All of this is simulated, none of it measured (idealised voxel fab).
A process module follows: voxel trench capacitor.
Xsec cut, 230 nm wide, square cell size 5 nm.
How to read a cross-section here: the picture is a grid of square cells, written as bands going from the top down, and any band can span one or more rows of cells. The entry gives the band's vertical extent as a top height and a bottom height in nm, then its horizontal make-up as materials from left to right, each with a width in nm. "blank" stands for empty space; a single material marked "edge to edge" fills the band edge to edge. A quick word on heights: they are counted from 0, and under that level the wafer as it came to us is one material throughout. The lowest band is different from the rest in having no bottom; it simply continues downward, written as in "0 nm and below". The two numbers in a width such as "30..40" mark its ends across the band: the first belongs to the top row of cells, the second to the bottom row, and from each row to the next the width moves by the same amount. "no alterations made" after a step means that no cell of the cross-section changed. This entry, "Voids, fully enclosed", enumerates those empty regions of no fewer than 8 cells that possess no open connection to the top. Each region is reported in the form width x height at distance, the distance being taken from the left edge, with all three quantities expressed in nm. Whatever follows a step's settings on its line is a remark the simulator itself makes about that step. On any step carrying a mask, the "overlay nm" setting, if present on the step's line, tells how far right of its planned place the mask lay; negative values point to the left.
Steps in the process plan
- 1: op RECEIVE | material Si
- 2: op CONFORMAL_DEP | material SiN | thk nm 10
- 3: op MASKED_ETCH | tone open | mask id TRENCH | width nm 20 | pitch nm 45 | etch materials SiN | depth nm 10 | overlay nm 0
- 4: op MASKED_ETCH | tone open | mask id TRENCH | width nm 20 | pitch nm 45 | etch materials Si | depth nm 15 | overlay nm 0
- 5: op CONFORMAL_DEP | material SiO2 | thk nm 5
- 6: op FILL_DEP | material polySi | thk nm 10
- 7: op CMP | height nm 10
The depth nm used in step 4 is not the same on every wafer, whereas the starting condition is; the value printed in the plan is the first wafer's.
As-received state after step 1, first of several wafers, cross-section
	0 nm and below = Si edge to edge
	Voids, fully enclosed: none
Gained (+) or lost (-) cells of each material since receipt, then closed voids: one row per wafer, at the end of the module
depth nm 15 | -36 Si | +68 SiN | +36 SiO2 | +24 polySi | Voids, fully enclosed: none
depth nm 20 | -48 Si | +68 SiN | +42 SiO2 | +30 polySi | Voids, fully enclosed: none
depth nm 25 | -60 Si | +68 SiN | +48 SiO2 | +36 polySi | Voids, fully enclosed: none
depth nm 30 | -72 Si | +68 SiN | +54 SiO2 | +42 polySi | Voids, fully enclosed: none
depth nm 35 | -84 Si | +68 SiN | +60 SiO2 | +48 polySi | Voids, fully enclosed: none
depth nm 40 | -96 Si | +68 SiN | +66 SiO2 | +54 polySi | Voids, fully enclosed: none
